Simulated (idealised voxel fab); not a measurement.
voxel double patterning: a process module
Section shown: cut. Width: 260 nm. Cell size: 5 nm, square.
Cross-section = grid of square cells, listed top down in bands; band = one or more rows.
This entry defines a band. It first specifies the height of the band's top and the height of its bottom in nm, and then specifies the band's materials from left to right, stating each material with its width in nm. The word "all across" identifies a single material that fills the band from edge to edge, while the word "air" identifies empty space.
Ref level 0: as-received wafer is one material below here. Bottom band extends down with no lower bound ("0 nm and below").
Width spec "30->40" -> top row of cells at first value, bottom row at second value, equal per-row change in between.
What does "nothing was modified" mean for a step? It means no cell of the cross-section changed in that step.
In the "Fully closed voids" entry, you get each enclosed empty space of 8 cells or more, one with no open way to the top, written width x height at distance, distance from the left edge, in nm.
The remark found on a step's line after its settings is issued by the simulator itself and pertains to that step.
overlay nm: step with mask; distance mask lay right of planned place; negative value = left of planned place.

The process steps that were planned are listed below
| 1 | RECEIVE: material Si |
| 2 | CONFORMAL_DEP: material SiO2, thk nm 5 |
| 3 | DIRECTIONAL_DEP: material TiN, thk nm 10 |
| 4 | DIRECTIONAL_DEP: material SiCN, thk nm 10 |
| 5 | DIRECTIONAL_DEP: material aC, thk nm 10 |
| 6 | PATTERN: tone open, mask id FIRST, material resist, width nm 15, pitch nm 50, thk nm 30, overlay nm 0 |
| 7 | DIRECTIONAL_ETCH: etch materials aC, depth nm 10 |
| 8 | STRIP: etch materials resist |
| 9 | DIRECTIONAL_ETCH: etch materials SiCN, depth nm 10 |
| 10 | STRIP: etch materials aC |
| 11 | PATTERN: tone open, mask id SECOND, material resist, width nm 15, thk nm 15, overlay nm 0 |
| 12 | DIRECTIONAL_ETCH: etch materials SiCN, depth nm 10 |
| 13 | STRIP: etch materials resist |
| 14 | DIRECTIONAL_ETCH: etch materials TiN, depth nm 10 |
| 15 | STRIP: etch materials SiCN |

Of two wafers, the first: run according to plan

Step 1 complete: cross-section of the wafer as received
  0 nm and below  Si all across
  Fully closed voids: none

Step 2 done - wafer cross-section
  5 nm to 0 nm  SiO2 all across
  Below 0, no change.

Step 3 done - wafer cross-section
  15 nm to 5 nm  TiN all across
  Below 5, no change.

Step 4 done - wafer cross-section
  25 nm to 15 nm  SiCN all across
  Below 15, no change.

Step 5 done - wafer cross-section
  35 nm to 25 nm  aC all across
  Below 25, no change.

Step 6 done - wafer cross-section
  65 nm to 35 nm  resist=95 / air=15 / resist=35 / air=15 / resist=100
  Below 35, no change.

Step 7 done - wafer cross-section
  55 nm to 35 nm  resist=95 / air=15 / resist=35 / air=15 / resist=100
  35 nm to 25 nm  aC=95 / air=15 / aC=35 / air=15 / aC=100
  Below 25, no change.

Step 8 done - wafer cross-section
  35 nm to 25 nm  aC=95 / air=15 / aC=35 / air=15 / aC=100
  Below 25, no change.

Step 9 done - wafer cross-section
  35 nm to 25 nm  aC=95 / air=15 / aC=35 / air=15 / aC=100
  25 nm to 15 nm  SiCN=95 / air=15 / SiCN=35 / air=15 / SiCN=100
  Below 15, no change.

Step 10 done - wafer cross-section
  25 nm to 15 nm  SiCN=95 / air=15 / SiCN=35 / air=15 / SiCN=100
  Below 15, no change.

Step 11 done - wafer cross-section
  40 nm to 25 nm  resist=120 / air=15 / resist=125
  25 nm to 15 nm  SiCN=95 / resist=15 / SiCN=35 / resist=15 / SiCN=100
  Below 15, no change.

Step 12 done - wafer cross-section
  40 nm to 25 nm  resist=120 / air=15 / resist=125
  25 nm to 15 nm  SiCN=95 / resist=15 / SiCN=10 / air=15 / SiCN=10 / resist=15 / SiCN=100
  Below 15, no change.

Step 13 done - wafer cross-section
  25 nm to 15 nm  SiCN=95 / air=15 / SiCN=10 / air=15 / SiCN=10 / air=15 / SiCN=100
  Below 15, no change.

Step 14 done - wafer cross-section
  25 nm to 15 nm  SiCN=95 / air=15 / SiCN=10 / air=15 / SiCN=10 / air=15 / SiCN=100
  15 nm to 5 nm  TiN=95 / air=15 / TiN=10 / air=15 / TiN=10 / air=15 / TiN=100
  Below 5, no change.

Step 15 done - wafer cross-section
  15 nm to 5 nm  TiN=95 / air=15 / TiN=10 / air=15 / TiN=10 / air=15 / TiN=100
  Below 5, no change.

Regarding the second of the two wafers: it shared the first wafer's starting condition and process plan, yet one error occurred during its execution. Its history coincides with that of the first wafer up to and including step 5

The second wafer in cross-section, at the planned close of step 6
  65 nm to 35 nm  resist=90 / air=25 / resist=25 / air=25 / resist=95
  Below 35, no change.

The second wafer in cross-section, at the planned close of step 7
  55 nm to 35 nm  resist=90 / air=25 / resist=25 / air=25 / resist=95
  35 nm to 25 nm  aC=90 / air=25 / aC=25 / air=25 / aC=95
  Below 25, no change.

The second wafer in cross-section, at the planned close of step 8
  35 nm to 25 nm  aC=90 / air=25 / aC=25 / air=25 / aC=95
  Below 25, no change.

The second wafer in cross-section, at the planned close of step 9
  35 nm to 25 nm  aC=90 / air=25 / aC=25 / air=25 / aC=95
  25 nm to 15 nm  SiCN=90 / air=25 / SiCN=25 / air=25 / SiCN=95
  Below 15, no change.

The second wafer in cross-section, at the planned close of step 10
  25 nm to 15 nm  SiCN=90 / air=25 / SiCN=25 / air=25 / SiCN=95
  Below 15, no change.

The second wafer in cross-section, at the planned close of step 11
  40 nm to 25 nm  resist=120 / air=15 / resist=125
  25 nm to 15 nm  SiCN=90 / resist=25 / SiCN=25 / resist=25 / SiCN=95
  Below 15, no change.

The second wafer in cross-section, at the planned close of step 12
  40 nm to 25 nm  resist=120 / air=15 / resist=125
  25 nm to 15 nm  SiCN=90 / resist=25 / SiCN=5 / air=15 / SiCN=5 / resist=25 / SiCN=95
  Below 15, no change.

The second wafer in cross-section, at the planned close of step 13
  25 nm to 15 nm  SiCN=90 / air=25 / SiCN=5 / air=15 / SiCN=5 / air=25 / SiCN=95
  Below 15, no change.

The second wafer in cross-section, at the planned close of step 14
  25 nm to 15 nm  SiCN=90 / air=25 / SiCN=5 / air=15 / SiCN=5 / air=25 / SiCN=95
  15 nm to 5 nm  TiN=90 / air=25 / TiN=5 / air=15 / TiN=5 / air=25 / TiN=95
  Below 5, no change.

The second wafer in cross-section, at the planned close of step 15
  15 nm to 5 nm  TiN=90 / air=25 / TiN=5 / air=15 / TiN=5 / air=25 / TiN=95
  Below 5, no change.
What went wrong in running the wafer? step 6: run off-plan, actual operation and settings PATTERN: tone open, mask id FIRST, material resist, width nm 25, pitch nm 50, thk nm 30, overlay nm 0
Bottom line after processing is that, in cells, the second wafer is up or down on some materials versus the first: TiN: 8 fewer
